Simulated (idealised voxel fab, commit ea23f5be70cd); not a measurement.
Process module name: voxel self aligned vias
Square cells of 5 nm make up the cross-section cut, whose width is 245 nm.
Cross-section spec: square-cell grid; bands listed top down; each band is one or more rows.
It is stipulated that each band's entry specify, in nanometres, the height of the top of the band and then that of its bottom, followed by the materials of the band in left-to-right sequence, each together with its width in nanometres. A single material marked by the word "throughout" is understood to fill the band from edge to edge; the word "blank" is understood to denote empty space.
The level at which height equals 0 is the one under which the wafer, as it arrives, is entirely one material. No lower edge exists for the bottom band, which continues downward and is notated as in "top 0, no bottom".
A width given as "30..40" starts at the first number in the band's top row and ends at the second number in its bottom row, shifting by an equal amount at every step from row to row.
"nothing got changed", as given for a step, is the statement that not any cell of the cross-section underwent a change during that step.
Look at "Voids, fully enclosed" for the closed voids: empty spaces with no open path to the top, sized 8 cells or up. Each is width x height at distance, distance from the left edge, all nm.
If you see something after the settings on a step's line, that's the simulator's own remark about that step.
overlay nm: mask right of planned place by this much (step with mask). Neg. = left.
-- The process steps that were planned are listed below
step 1: RECEIVE (material Si)
step 2: CONFORMAL_DEP (material SiO2; thk nm 15)
step 3: CONFORMAL_DEP (material SiCN; thk nm 5)
step 4: DIRECTIONAL_DEP (material SiO2; thk nm 20)
step 5: MASKED_ETCH (tone open; mask id LINES; width nm 25; pitch nm 60; etch materials SiO2; depth nm 20; overlay nm 0)
step 6: CONFORMAL_DEP (material TiN; thk nm 5)
step 7: FILL_DEP (material W; thk nm 10)
step 8: CMP (height nm 40)
step 9: SELECTIVE_ETCH (etch materials W Ru TiN; depth nm 10)
step 10: FILL_DEP (material SiN; thk nm 5)
step 11: CMP (height nm 40)
step 12: DIRECTIONAL_DEP (material SiO2; thk nm 15)
step 13: MASKED_ETCH (tone open; mask id VIAS; width nm 45; pitch nm 60; etch materials SiO2; depth nm 15; overlay nm 0)
step 14: MASKED_ETCH (tone open; mask id VIAS; width nm 45; pitch nm 60; etch materials SiN; depth nm 10; overlay nm 0)
step 15: CONFORMAL_DEP (material TiN; thk nm 5)
step 16: FILL_DEP (material Cu; thk nm 10)
step 17: CMP (height nm 55)
step 18: CONFORMAL_DEP (material SiCN; thk nm 5)
-- Shown in cross-section is the wafer as received, that is, as it stands after step 1
    top 0, no bottom | Si throughout
    Voids, fully enclosed: none
-- This is how the wafer looks in cross-section once the module is done, given the starting state and plan above and one mistake in carrying the plan out
    top 60, bottom 55 | SiCN throughout
    top 55, bottom 45 | 65 nm SiO2  5 nm TiN  35 nm Cu  5 nm TiN  15 nm SiO2  5 nm TiN  35 nm Cu  5 nm TiN  75 nm SiO2
    top 45, bottom 35 | 65..80 nm SiO2  20..5 nm TiN  15 nm Cu  10..5 nm TiN  15..35 nm SiO2  20..5 nm TiN  15 nm Cu  10..5 nm TiN  75..80 nm SiO2
    top 35, bottom 30 | 80 nm SiO2  25 nm TiN  35 nm SiO2  25 nm TiN  80 nm SiO2
    top 30, bottom 25 | 80 nm SiO2  5 nm TiN  15 nm W  5 nm TiN  35 nm SiO2  5 nm TiN  15 nm W  5 nm TiN  80 nm SiO2
    top 25, bottom 20 | 80 nm SiO2  25 nm TiN  35 nm SiO2  25 nm TiN  80 nm SiO2
    top 20, bottom 15 | SiCN throughout
    top 15, bottom 0 | SiO2 throughout
    top 0, no bottom | Si throughout
    Voids, fully enclosed: none
Deviation noted in wafer processing: for step 13, the planned setting was not used; the step was instead run as MASKED_ETCH (tone open; mask id VIAS; width nm 45; pitch nm 60; etch materials SiO2; depth nm 15; overlay nm -5)
